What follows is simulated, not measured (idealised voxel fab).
Presented below is a process module, voxel double patterning.
Pictured: cross-section cut, 290 nm wide, on a grid of 5 nm square cells.
Throughout this document, each cross-section is represented as a grid of square cells and is presented as a sequence of bands enumerated from the top downward, where a band comprises one or more rows of cells. What a band's entry tells you: where the top is and where the bottom is, as heights in nm, and after that what lies inside, material by material from left to right, each with its width in nm. Empty space is written as the word "blank", and a single material marked with the word "everywhere" occupies the band from edge to edge. Heights are measured from 0, the level below which the as-received wafer is all one material; the lowest band has no bottom and continues downward, written as in "from 0 down". Width "30 to 40": first value at the band's top row of cells, second value at its bottom row, equal change from row to row. "no change occurred" (step): cross-section cells unchanged, all of them. Any empty space of 8 cells or more lacking an open way to the top shows up in "Fully enclosed voids" as width x height at distance, distance from the left edge, in nm. That trailing text on a step's line, after the settings, is the simulator's own remark on the step. The "overlay nm" setting may appear on a step's line; for a step that uses a mask, it gives how far to the right of its planned position the mask lay, and a negative value indicates the left. Reading guide: pairs of cross-sections, before and after one process step; after view cut off at lowest changed band; step and settings listed under each pair. Pairs may stem from different runs of this module on the same starting wafer; continuity with the pair above only where the "Snapshot before" entry states it.
Snapshot before:
* from 0 down  Si everywhere
* Fully enclosed voids: none
Sectional Result:
* from 5 to 0  SiO2 everywhere
* Lower than 0, everything is as it was.
* Fully enclosed voids: none
What process step lies between the two cross-sections above? CONFORMAL_DEP, material SiO2, thk nm 5
Snapshot before: the cross-section after the pair above
Sectional Result:
* from 15 to 5  polySi everywhere
* Lower than 5, everything is as it was.
* Fully enclosed voids: none
What process step lies between the two cross-sections above? DIRECTIONAL_DEP, material polySi, thk nm 10
Snapshot before: the cross-section after the pair above
Sectional Result:
* from 20 to 15  SiCN everywhere
* Lower than 15, everything is as it was.
* Fully enclosed voids: none
What process step lies between the two cross-sections above? DIRECTIONAL_DEP, material SiCN, thk nm 5
Snapshot before: the cross-section after the pair above
Sectional Result:
* from 40 to 20  110 of resist, 15 of blank, 35 of resist, 15 of blank, 115 of resist
* Lower than 20, everything is as it was.
* Fully enclosed voids: none
What process step lies between the two cross-sections above? PATTERN, tone open, mask id FIRST, material resist, width nm 15, pitch nm 50, thk nm 20, overlay nm 0
Snapshot before: the cross-section after the pair above
Sectional Result:
* from 40 to 20  110 of resist, 15 of blank, 35 of resist, 15 of blank, 115 of resist
* from 20 to 15  110 of SiCN, 15 of blank, 35 of SiCN, 15 of blank, 115 of SiCN
* Lower than 15, everything is as it was.
* Fully enclosed voids: none
What process step lies between the two cross-sections above? DIRECTIONAL_ETCH, etch materials SiCN, depth nm 5
Snapshot before: the cross-section after the pair above
Sectional Result:
* from 20 to 15  110 of SiCN, 15 of blank, 35 of SiCN, 15 of blank, 115 of SiCN
* Lower than 15, everything is as it was.
* Fully enclosed voids: none
What process step lies between the two cross-sections above? STRIP, etch materials resist
Snapshot before: the cross-section after the pair above
Sectional Result:
* from 35 to 20  135 of resist, 15 of blank, 140 of resist
* from 20 to 15  110 of SiCN, 15 of resist, 35 of SiCN, 15 of resist, 115 of SiCN
* Lower than 15, everything is as it was.
* Fully enclosed voids: none
What process step lies between the two cross-sections above? PATTERN, tone open, mask id SECOND, material resist, width nm 15, thk nm 15, overlay nm 0
Snapshot before: the cross-section after the pair above
Sectional Result:
* from 35 to 20  135 of resist, 15 of blank, 140 of resist
* from 20 to 15  110 of SiCN, 15 of resist, 10 of SiCN, 15 of blank, 10 of SiCN, 15 of resist, 115 of SiCN
* Lower than 15, everything is as it was.
* Fully enclosed voids: none
What process step lies between the two cross-sections above? DIRECTIONAL_ETCH, etch materials SiCN, depth nm 5
Snapshot before: the cross-section after the pair above
Sectional Result:
* from 20 to 15  110 of SiCN, 15 of blank, 10 of SiCN, 15 of blank, 10 of SiCN, 15 of blank, 115 of SiCN
* Lower than 15, everything is as it was.
* Fully enclosed voids: none
What process step lies between the two cross-sections above? STRIP, etch materials resist
Snapshot before: the cross-section after the pair above
Sectional Result:
* from 20 to 15  110 of SiCN, 15 of blank, 10 of SiCN, 15 of blank, 10 of SiCN, 15 of blank, 115 of SiCN
* from 15 to 5  110 of polySi, 15 of blank, 10 of polySi, 15 of blank, 10 of polySi, 15 of blank, 115 of polySi
* Lower than 5, everything is as it was.
* Fully enclosed voids: none
What process step lies between the two cross-sections above? DIRECTIONAL_ETCH, etch materials polySi, depth nm 10
Snapshot before: the cross-section after the pair above
Sectional Result:
* from 15 to 5  110 of polySi, 15 of blank, 10 of polySi, 15 of blank, 10 of polySi, 15 of blank, 115 of polySi
* Lower than 5, everything is as it was.
* Fully enclosed voids: none
What process step lies between the two cross-sections above? STRIP, etch materials SiCN
Snapshot before:
* from 0 down  Si everywhere
* Fully enclosed voids: none
Sectional Result:
* from 10 to 0  polySi everywhere
* Lower than 0, everything is as it was.
* Fully enclosed voids: none
What process step lies between the two cross-sections above? DIRECTIONAL_DEP, material polySi, thk nm 10
Snapshot before: the cross-section after the pair above
Sectional Result:
* from 15 to 10  SiO2 everywhere
* Lower than 10, everything is as it was.
* Fully enclosed voids: none
What process step lies between the two cross-sections above? CONFORMAL_DEP, material SiO2, thk nm 5
Snapshot before: the cross-section after the pair above
Sectional Result:
* from 20 to 15  SiCN everywhere
* Lower than 15, everything is as it was.
* Fully enclosed voids: none
What process step lies between the two cross-sections above? DIRECTIONAL_DEP, material SiCN, thk nm 5
Snapshot before: the cross-section after the pair above
Sectional Result:
* from 40 to 20  110 of resist, 15 of blank, 35 of resist, 15 of blank, 115 of resist
* Lower than 20, everything is as it was.
* Fully enclosed voids: none
What process step lies between the two cross-sections above? PATTERN, tone open, mask id FIRST, material resist, width nm 15, pitch nm 50, thk nm 20, overlay nm 0
Snapshot before: the cross-section after the pair above
Sectional Result:
* from 40 to 20  110 of resist, 15 of blank, 35 of resist, 15 of blank, 115 of resist
* from 20 to 15  110 of SiCN, 15 of blank, 35 of SiCN, 15 of blank, 115 of SiCN
* Lower than 15, everything is as it was.
* Fully enclosed voids: none
What process step lies between the two cross-sections above? DIRECTIONAL_ETCH, etch materials SiCN, depth nm 5
Snapshot before: the cross-section after the pair above
Sectional Result:
* from 20 to 15  110 of SiCN, 15 of blank, 35 of SiCN, 15 of blank, 115 of SiCN
* Lower than 15, everything is as it was.
* Fully enclosed voids: none
What process step lies between the two cross-sections above? STRIP, etch materials resist
Snapshot before: the cross-section after the pair above
Sectional Result:
* from 35 to 20  135 of resist, 15 of blank, 140 of resist
* from 20 to 15  110 of SiCN, 15 of resist, 35 of SiCN, 15 of resist, 115 of SiCN
* Lower than 15, everything is as it was.
* Fully enclosed voids: none
What process step lies between the two cross-sections above? PATTERN, tone open, mask id SECOND, material resist, width nm 15, thk nm 15, overlay nm 0
Snapshot before: the cross-section after the pair above
Sectional Result:
* from 35 to 20  135 of resist, 15 of blank, 140 of resist
* from 20 to 15  110 of SiCN, 15 of resist, 10 of SiCN, 15 of blank, 10 of SiCN, 15 of resist, 115 of SiCN
* Lower than 15, everything is as it was.
* Fully enclosed voids: none
What process step lies between the two cross-sections above? DIRECTIONAL_ETCH, etch materials SiCN, depth nm 5
Snapshot before: the cross-section after the pair above
Sectional Result:
* from 20 to 15  110 of SiCN, 15 of blank, 10 of SiCN, 15 of blank, 10 of SiCN, 15 of blank, 115 of SiCN
* Lower than 15, everything is as it was.
* Fully enclosed voids: none
What process step lies between the two cross-sections above? STRIP, etch materials resist
Snapshot before: the cross-section after the pair above
Sectional Result:
* from 15 to 10  SiO2 everywhere
* Lower than 10, everything is as it was.
* Fully enclosed voids: none
What process step lies between the two cross-sections above? STRIP, etch materials SiCN
Snapshot before:
* from 0 down  Si everywhere
* Fully enclosed voids: none
Sectional Result:
* from 15 to 0  SiO2 everywhere
* Lower than 0, everything is as it was.
* Fully enclosed voids: none
What process step lies between the two cross-sections above? CONFORMAL_DEP, material SiO2, thk nm 15
Snapshot before: the cross-section after the pair above
Sectional Result:
* from 25 to 15  polySi everywhere
* Lower than 15, everything is as it was.
* Fully enclosed voids: none
What process step lies between the two cross-sections above? DIRECTIONAL_DEP, material polySi, thk nm 10
Snapshot before: the cross-section after the pair above
Sectional Result:
* from 30 to 25  SiCN everywhere
* Lower than 25, everything is as it was.
* Fully enclosed voids: none
What process step lies between the two cross-sections above? DIRECTIONAL_DEP, material SiCN, thk nm 5
Snapshot before: the cross-section after the pair above
Sectional Result:
* from 50 to 30  110 of resist, 15 of blank, 35 of resist, 15 of blank, 115 of resist
* Lower than 30, everything is as it was.
* Fully enclosed voids: none
What process step lies between the two cross-sections above? PATTERN, tone open, mask id FIRST, material resist, width nm 15, pitch nm 50, thk nm 20, overlay nm 0
Snapshot before: the cross-section after the pair above
Sectional Result:
* from 50 to 30  110 of resist, 15 of blank, 35 of resist, 15 of blank, 115 of resist
* from 30 to 25  110 of SiCN, 15 of blank, 35 of SiCN, 15 of blank, 115 of SiCN
* Lower than 25, everything is as it was.
* Fully enclosed voids: none
What process step lies between the two cross-sections above? DIRECTIONAL_ETCH, etch materials SiCN, depth nm 5
Snapshot before: the cross-section after the pair above
Sectional Result:
* from 30 to 25  110 of SiCN, 15 of blank, 35 of SiCN, 15 of blank, 115 of SiCN
* Lower than 25, everything is as it was.
* Fully enclosed voids: none
What process step lies between the two cross-sections above? STRIP, etch materials resist
Snapshot before: the cross-section after the pair above
Sectional Result:
* from 45 to 30  135 of resist, 15 of blank, 140 of resist
* from 30 to 25  110 of SiCN, 15 of resist, 35 of SiCN, 15 of resist, 115 of SiCN
* Lower than 25, everything is as it was.
* Fully enclosed voids: none
What process step lies between the two cross-sections above? PATTERN, tone open, mask id SECOND, material resist, width nm 15, thk nm 15, overlay nm 0
Snapshot before: the cross-section after the pair above
Sectional Result:
* from 45 to 30  135 of resist, 15 of blank, 140 of resist
* from 30 to 25  110 of SiCN, 15 of resist, 10 of SiCN, 15 of blank, 10 of SiCN, 15 of resist, 115 of SiCN
* Lower than 25, everything is as it was.
* Fully enclosed voids: none
What process step lies between the two cross-sections above? DIRECTIONAL_ETCH, etch materials SiCN, depth nm 5
Snapshot before: the cross-section after the pair above
Sectional Result:
* from 30 to 25  110 of SiCN, 15 of blank, 10 of SiCN, 15 of blank, 10 of SiCN, 15 of blank, 115 of SiCN
* Lower than 25, everything is as it was.
* Fully enclosed voids: none
What process step lies between the two cross-sections above? STRIP, etch materials resist
Snapshot before: the cross-section after the pair above
Sectional Result:
* from 30 to 25  110 of SiCN, 15 of blank, 10 of SiCN, 15 of blank, 10 of SiCN, 15 of blank, 115 of SiCN
* from 25 to 15  110 of polySi, 15 of blank, 10 of polySi, 15 of blank, 10 of polySi, 15 of blank, 115 of polySi
* Lower than 15, everything is as it was.
* Fully enclosed voids: none
What process step lies between the two cross-sections above? DIRECTIONAL_ETCH, etch materials polySi, depth nm 10
Snapshot before: the cross-section after the pair above
Sectional Result:
* from 25 to 15  110 of polySi, 15 of blank, 10 of polySi, 15 of blank, 10 of polySi, 15 of blank, 115 of polySi
* Lower than 15, everything is as it was.
* Fully enclosed voids: none
What process step lies between the two cross-sections above? STRIP, etch materials SiCN
Snapshot before:
* from 20 to 15  SiCN everywhere
* from 15 to 5  polySi everywhere
* from 5 to 0  SiO2 everywhere
* from 0 down  Si everywhere
* Fully enclosed voids: none
Sectional Result:
* from 40 to 20  110 of resist, 20 of blank, 30 of resist, 20 of blank, 110 of resist
* Lower than 20, everything is as it was.
* Fully enclosed voids: none
What process step lies between the two cross-sections above? PATTERN, tone open, mask id FIRST, material resist, width nm 20, pitch nm 50, thk nm 20, overlay nm 0
Snapshot before: the cross-section after the pair above
Sectional Result:
* from 40 to 20  110 of resist, 20 of blank, 30 of resist, 20 of blank, 110 of resist
* from 20 to 15  110 of SiCN, 20 of blank, 30 of SiCN, 20 of blank, 110 of SiCN
* Lower than 15, everything is as it was.
* Fully enclosed voids: none
What process step lies between the two cross-sections above? DIRECTIONAL_ETCH, etch materials SiCN, depth nm 5
Snapshot before: the cross-section after the pair above
Sectional Result:
* from 20 to 15  110 of SiCN, 20 of blank, 30 of SiCN, 20 of blank, 110 of SiCN
* Lower than 15, everything is as it was.
* Fully enclosed voids: none
What process step lies between the two cross-sections above? STRIP, etch materials resist
Snapshot before: the cross-section after the pair above
Sectional Result:
* from 35 to 20  135 of resist, 15 of blank, 140 of resist
* from 20 to 15  110 of SiCN, 20 of resist, 30 of SiCN, 20 of resist, 110 of SiCN
* Lower than 15, everything is as it was.
* Fully enclosed voids: none
What process step lies between the two cross-sections above? PATTERN, tone open, mask id SECOND, material resist, width nm 15, thk nm 15, overlay nm 0
Snapshot before: the cross-section after the pair above
Sectional Result:
* from 35 to 20  135 of resist, 15 of blank, 140 of resist
* from 20 to 15  110 of SiCN, 20 of resist, 5 of SiCN, 15 of blank, 10 of SiCN, 20 of resist, 110 of SiCN
* Lower than 15, everything is as it was.
* Fully enclosed voids: none
What process step lies between the two cross-sections above? DIRECTIONAL_ETCH, etch materials SiCN, depth nm 5
Snapshot before: the cross-section after the pair above
Sectional Result:
* from 20 to 15  110 of SiCN, 20 of blank, 5 of SiCN, 15 of blank, 10 of SiCN, 20 of blank, 110 of SiCN
* Lower than 15, everything is as it was.
* Fully enclosed voids: none
What process step lies between the two cross-sections above? STRIP, etch materials resist
Snapshot before: the cross-section after the pair above
Sectional Result:
* from 20 to 15  110 of SiCN, 20 of blank, 5 of SiCN, 15 of blank, 10 of SiCN, 20 of blank, 110 of SiCN
* from 15 to 5  110 of polySi, 20 of blank, 5 of polySi, 15 of blank, 10 of polySi, 20 of blank, 110 of polySi
* Lower than 5, everything is as it was.
* Fully enclosed voids: none
What process step lies between the two cross-sections above? DIRECTIONAL_ETCH, etch materials polySi, depth nm 10
Snapshot before: the cross-section after the pair above
Sectional Result:
* from 15 to 5  110 of polySi, 20 of blank, 5 of polySi, 15 of blank, 10 of polySi, 20 of blank, 110 of polySi
* Lower than 5, everything is as it was.
* Fully enclosed voids: none
What process step lies between the two cross-sections above? STRIP, etch materials SiCN
Snapshot before:
* from 20 to 15  110 of SiCN, 15 of blank, 35 of SiCN, 15 of blank, 115 of SiCN
* from 15 to 5  polySi everywhere
* from 5 to 0  SiO2 everywhere
* from 0 down  Si everywhere
* Fully enclosed voids: none
Sectional Result:
* from 35 to 20  145 of resist, 15 of blank, 130 of resist
* from 20 to 15  110 of SiCN, 15 of resist, 35 of SiCN, 15 of resist, 115 of SiCN
* Lower than 15, everything is as it was.
* Fully enclosed voids: none
What process step lies between the two cross-sections above? PATTERN, tone open, mask id SECOND, material resist, width nm 15, thk nm 15, overlay nm 10
Snapshot before: the cross-section after the pair above
Sectional Result:
* from 35 to 20  145 of resist, 15 of blank, 130 of resist
* from 20 to 15  110 of SiCN, 15 of resist, 20 of SiCN, 15 of blank, 15 of resist, 115 of SiCN
* Lower than 15, everything is as it was.
* Fully enclosed voids: none
What process step lies between the two cross-sections above? DIRECTIONAL_ETCH, etch materials SiCN, depth nm 5
Snapshot before: the cross-section after the pair above
Sectional Result:
* from 20 to 15  110 of SiCN, 15 of blank, 20 of SiCN, 30 of blank, 115 of SiCN
* Lower than 15, everything is as it was.
* Fully enclosed voids: none
What process step lies between the two cross-sections above? STRIP, etch materials resist
Snapshot before: the cross-section after the pair above
Sectional Result:
* from 20 to 15  110 of SiCN, 15 of blank, 20 of SiCN, 30 of blank, 115 of SiCN
* from 15 to 5  110 of polySi, 15 of blank, 20 of polySi, 30 of blank, 115 of polySi
* Lower than 5, everything is as it was.
* Fully enclosed voids: none
What process step lies between the two cross-sections above? DIRECTIONAL_ETCH, etch materials polySi, depth nm 10
Snapshot before: the cross-section after the pair above
Sectional Result:
* from 15 to 5  110 of polySi, 15 of blank, 20 of polySi, 30 of blank, 115 of polySi
* Lower than 5, everything is as it was.
* Fully enclosed voids: none
What process step lies between the two cross-sections above? STRIP, etch materials SiCN
Snapshot before:
* from 15 to 5  polySi everywhere
* from 5 to 0  SiO2 everywhere
* from 0 down  Si everywhere
* Fully enclosed voids: none
Sectional Result:
* from 20 to 15  SiO2 everywhere
* Lower than 15, everything is as it was.
* Fully enclosed voids: none
What process step lies between the two cross-sections above? DIRECTIONAL_DEP, material SiO2, thk nm 5
Snapshot before: the cross-section after the pair above
Sectional Result:
* from 40 to 20  110 of resist, 15 of blank, 35 of resist, 15 of blank, 115 of resist
* Lower than 20, everything is as it was.
* Fully enclosed voids: none
What process step lies between the two cross-sections above? PATTERN, tone open, mask id FIRST, material resist, width nm 15, pitch nm 50, thk nm 20, overlay nm 0
Snapshot before: the cross-section after the pair above
Sectional Result:
* from 20 to 15  SiO2 everywhere
* Lower than 15, everything is as it was.
* Fully enclosed voids: none
What process step lies between the two cross-sections above? STRIP, etch materials resist
Snapshot before: the cross-section after the pair above
Sectional Result:
* from 35 to 20  135 of resist, 15 of blank, 140 of resist
* Lower than 20, everything is as it was.
* Fully enclosed voids: none
What process step lies between the two cross-sections above? PATTERN, tone open, mask id SECOND, material resist, width nm 15, thk nm 15, overlay nm 0
Snapshot before: the cross-section after the pair above
Sectional Result:
* from 20 to 15  SiO2 everywhere
* Lower than 15, everything is as it was.
* Fully enclosed voids: none
What process step lies between the two cross-sections above? STRIP, etch materials resist
Snapshot before:
* from 20 to 15  SiCN everywhere
* from 15 to 5  polySi everywhere
* from 5 to 0  SiO2 everywhere
* from 0 down  Si everywhere
* Fully enclosed voids: none
Sectional Result:
* from 40 to 20  110 of blank, 15 of resist, 35 of blank, 15 of resist, 115 of blank
* Lower than 20, everything is as it was.
* Fully enclosed voids: none
What process step lies between the two cross-sections above? PATTERN, tone cover, mask id FIRST, material resist, width nm 15, pitch nm 50, thk nm 20, overlay nm 0
Snapshot before: the cross-section after the pair above
Sectional Result:
* from 40 to 20  110 of blank, 15 of resist, 35 of blank, 15 of resist, 115 of blank
* from 20 to 15  110 of blank, 15 of SiCN, 35 of blank, 15 of SiCN, 115 of blank
* Lower than 15, everything is as it was.
* Fully enclosed voids: none
What process step lies between the two cross-sections above? DIRECTIONAL_ETCH, etch materials SiCN, depth nm 5
Snapshot before: the cross-section after the pair above
Sectional Result:
* from 20 to 15  110 of blank, 15 of SiCN, 35 of blank, 15 of SiCN, 115 of blank
* Lower than 15, everything is as it was.
* Fully enclosed voids: none
What process step lies between the two cross-sections above? STRIP, etch materials resist
Snapshot before: the cross-section after the pair above
Sectional Result:
* from 35 to 20  135 of resist, 15 of blank, 140 of resist
* from 20 to 15  110 of resist, 15 of SiCN, 10 of resist, 15 of blank, 10 of resist, 15 of SiCN, 115 of resist
* Lower than 15, everything is as it was.
* Fully enclosed voids: none
What process step lies between the two cross-sections above? PATTERN, tone open, mask id SECOND, material resist, width nm 15, thk nm 15, overlay nm 0
Snapshot before: the cross-section after the pair above
Sectional Result:
* from 20 to 15  110 of blank, 15 of SiCN, 35 of blank, 15 of SiCN, 115 of blank
* Lower than 15, everything is as it was.
* Fully enclosed voids: none
What process step lies between the two cross-sections above? STRIP, etch materials resist
Snapshot before: the cross-section after the pair above
Sectional Result:
* from 20 to 15  110 of blank, 15 of SiCN, 35 of blank, 15 of SiCN, 115 of blank
* from 15 to 5  110 of blank, 15 of polySi, 35 of blank, 15 of polySi, 115 of blank
* Lower than 5, everything is as it was.
* Fully enclosed voids: none
What process step lies between the two cross-sections above? DIRECTIONAL_ETCH, etch materials polySi, depth nm 10
Snapshot before: the cross-section after the pair above
Sectional Result:
* from 15 to 5  110 of blank, 15 of polySi, 35 of blank, 15 of polySi, 115 of blank
* Lower than 5, everything is as it was.
* Fully enclosed voids: none
What process step lies between the two cross-sections above? STRIP, etch materials SiCN
